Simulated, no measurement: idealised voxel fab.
Name of the process module below: voxel transistor to metal
Cross-section cut: width 195 nm, square cells of 5 nm.
A cross-section is a grid of square cells, given in bands from the top down. A band is one or more rows of cells.
Read a band's entry like this: the first values are the height of its top and the height of its bottom in nm, and what follows is the sequence of materials from left to right, each with its width in nm. Note that "blank" is empty space, and that a single material marked "full width" reaches across the band from edge to edge.
Heights are measured from 0, the level below which the as-received wafer is all one material; the lowest band has no bottom and continues downward, written as in "0..down".
So if you see something like "30 to 40" for the width, read it as the top row of the band sitting at the first number and the bottom row at the second, with every row in between moving by the same amount as the last.
A step reported as "nothing altered" is a step in which no cell of the cross-section changed.
The label "Enclosed void catalog" introduces a list of the empty spaces, 8 cells or larger, that have no open way up to the top; each entry in it reads width x height at distance, where the distance is taken from the left edge and all three are stated in nm.
Anything after a step's settings on that line? It's the simulator's own note about the step.
overlay nm: mask offset rightward from planned place, masked step; negative means leftward offset.
**plan**
1 op RECEIVE | material Si
2 op OXIDIZE | depth nm 5
3 op CONFORMAL_DEP | material SiN | thk nm 10
4 op DIRECTIONAL_DEP | material aC | thk nm 10
5 op PATTERN | tone cover | mask id ACTIVE | material resist | width nm 105 | thk nm 25 | overlay nm 0
6 op DIRECTIONAL_ETCH | etch materials aC | depth nm 10
7 op STRIP | etch materials resist
8 op DIRECTIONAL_ETCH | etch materials SiN | depth nm 10
9 op DIRECTIONAL_ETCH | etch materials SiO2 | depth nm 5
10 op DIRECTIONAL_ETCH | etch materials Si | depth nm 35
11 op STRIP | etch materials aC
12 op OXIDIZE | depth nm 5
13 op FILL_DEP | material SiO2 | thk nm 15
14 op CMP | height nm 10
15 op SELECTIVE_ETCH | etch materials SiO2 | depth nm 10
16 op STRIP | etch materials SiN
17 op SELECTIVE_ETCH | etch materials SiO2 | depth nm 5
18 op OXIDIZE | depth nm 5
19 op DIRECTIONAL_DEP | material polySi | thk nm 30
20 op DIRECTIONAL_DEP | material SiCN | thk nm 10
21 op DIRECTIONAL_DEP | material aC | thk nm 15
22 op PATTERN | tone cover | mask id GATE | material resist | width nm 35 | thk nm 35 | overlay nm 0
23 op DIRECTIONAL_ETCH | etch materials aC | depth nm 15
24 op STRIP | etch materials resist
25 op DIRECTIONAL_ETCH | etch materials SiCN | depth nm 20
26 op DIRECTIONAL_ETCH | etch materials polySi | depth nm 40
27 op STRIP | etch materials aC
28 op CONFORMAL_DEP | material SiO2 | thk nm 5
29 op DIRECTIONAL_ETCH | etch materials SiO2 | depth nm 5
30 op CONFORMAL_DEP | material SiN | thk nm 5
31 op DIRECTIONAL_ETCH | etch materials SiN | depth nm 5
32 op DIRECTIONAL_ETCH | etch materials SiO2 | depth nm 5
33 op DIRECTIONAL_ETCH | etch materials Si | depth nm 5
34 op EPI | material nSi | thk nm 10
35 op FILL_DEP | material SiO2 | thk nm 10
36 op CMP | height nm 25
37 op STRIP | etch materials polySi
38 op SELECTIVE_ETCH | etch materials SiO2 | depth nm 5
39 op CONFORMAL_DEP | material HfO2 | thk nm 5
40 op CONFORMAL_DEP | material TiN | thk nm 5
41 op FILL_DEP | material W | thk nm 5
42 op CMP | height nm 20
43 op DIRECTIONAL_DEP | material SiO2 | thk nm 10
44 op PATTERN | tone open | mask id CONTACT | material resist | width nm 15 | pitch nm 80 | thk nm 15 | overlay nm 0
45 op DIRECTIONAL_ETCH | etch materials SiO2 | depth nm 35
46 op STRIP | etch materials resist
47 op CONFORMAL_DEP | material TiN | thk nm 5
48 op FILL_DEP | material W | thk nm 10
49 op CMP | height nm 30
50 op DIRECTIONAL_DEP | material TiN | thk nm 5
51 op DIRECTIONAL_DEP | material Ru | thk nm 20
52 op PATTERN | tone cover | mask id METAL_1 | material resist | width nm 15 | pitch nm 80 | thk nm 15 | overlay nm 0
53 op DIRECTIONAL_ETCH | etch materials Ru | depth nm 20
54 op DIRECTIONAL_ETCH | etch materials TiN | depth nm 5
55 op STRIP | etch materials resist
56 op FILL_DEP | material lowk | thk nm 5
57 op CMP | height nm 55
58 op CONFORMAL_DEP | material SiCN | thk nm 5
59 op DIRECTIONAL_DEP | material SiO2 | thk nm 35
60 op PATTERN | tone open | mask id METAL_2 | material resist | width nm 15 | pitch nm 80 | thk nm 15 | overlay nm 0
61 op DIRECTIONAL_ETCH | etch materials SiO2 | depth nm 20
62 op STRIP | etch materials resist
63 op PATTERN | tone open | mask id METAL_2_HOLES | material resist | width nm 15 | pitch nm 80 | thk nm 15 | overlay nm 0
64 op DIRECTIONAL_ETCH | etch materials SiO2 | depth nm 15
65 op DIRECTIONAL_ETCH | etch materials SiCN | depth nm 5
66 op STRIP | etch materials resist
67 op CONFORMAL_DEP | material TiN | thk nm 5
68 op FILL_DEP | material Cu | thk nm 10
69 op CMP | height nm 95
70 op CONFORMAL_DEP | material SiCN | thk nm 5
**This is the cross-section of the wafer as we received it, i.e. after step 1**
    0..down | Si full width
    Enclosed void catalog: none
**Here's the cross-section of the first of our two wafers at the end of the module - it ran as planned**
    100..95 | SiCN full width
    95..60 | SiO2 50; TiN 5; Cu 5; TiN 5; SiO2 65; TiN 5; Cu 5; TiN 5; SiO2 50
    60..55 | SiCN 50; TiN 15; SiCN 65; TiN 15; SiCN 50
    55..35 | lowk 50; Ru 15; lowk 65; Ru 15; lowk 50
    35..30 | lowk 50; TiN 15; lowk 65; TiN 15; lowk 50
    30..20 | SiO2 50; TiN 5; W 5; TiN 5; SiO2 65; TiN 5; W 5; TiN 5; SiO2 50
    20..5 | SiO2 50; TiN 5; W 5; TiN 5; SiO2 5; SiN 5; HfO2 5; TiN 5; W 25; TiN 5; HfO2 5; SiN 5; SiO2 5; TiN 5; W 5; TiN 5; SiO2 50
    5..0 | SiO2 50; TiN 15; SiO2 5; SiN 5; HfO2 5; TiN 5; W 25; TiN 5; HfO2 5; SiN 5; SiO2 5; TiN 15; SiO2 50
    0..-5 | SiO2 50; TiN 10; nSi 10; SiN 5; HfO2 5; TiN 35; HfO2 5; SiN 5; nSi 10; TiN 10; SiO2 50
    -5..-10 | SiO2 45; nSi 25; SiO2 5; HfO2 45; SiO2 5; nSi 25; SiO2 45
    -10..-15 | SiO2 50; nSi 20; Si 55; nSi 20; SiO2 50
    -15..-45 | SiO2 50; Si 95; SiO2 50
    -45..down | Si full width
    Enclosed void catalog: none
**This cross-section belongs to the second wafer of two at the end of the module; the start and the plan were shared with the first, and the run included one mistake**
    100..95 | SiCN full width
    95..60 | SiO2 50; TiN 5; Cu 5; TiN 5; SiO2 65; TiN 5; Cu 5; TiN 5; SiO2 50
    60..55 | SiCN 50; TiN 15; SiCN 65; TiN 15; SiCN 50
    55..35 | lowk 50; Ru 15; lowk 65; Ru 15; lowk 50
    35..30 | lowk 50; TiN 15; lowk 65; TiN 15; lowk 50
    30..20 | SiO2 50; TiN 5; W 5; TiN 5; SiO2 65; TiN 5; W 5; TiN 5; SiO2 50
    20..5 | SiO2 50; TiN 5; W 5; TiN 5; SiO2 5; SiN 5; TiN 5; W 35; TiN 5; SiN 5; SiO2 5; TiN 5; W 5; TiN 5; SiO2 50
    5..0 | SiO2 50; TiN 15; SiO2 5; SiN 5; TiN 5; W 35; TiN 5; SiN 5; SiO2 5; TiN 15; SiO2 50
    0..-5 | SiO2 50; TiN 10; nSi 10; SiN 5; TiN 5; W 35; TiN 5; SiN 5; nSi 10; TiN 10; SiO2 50
    -5..-10 | SiO2 45; nSi 25; SiO2 5; TiN 45; SiO2 5; nSi 25; SiO2 45
    -10..-15 | SiO2 50; nSi 20; Si 55; nSi 20; SiO2 50
    -15..-45 | SiO2 50; Si 95; SiO2 50
    -45..down | Si full width
    Enclosed void catalog: none
what went wrong: the plan's step 39 went unexecuted, having been skipped
Per the end-of-run cell counts, the second wafer holds more or fewer of some materials than the first: 19 fewer of HfO2 | 4 more of TiN | 15 more of W
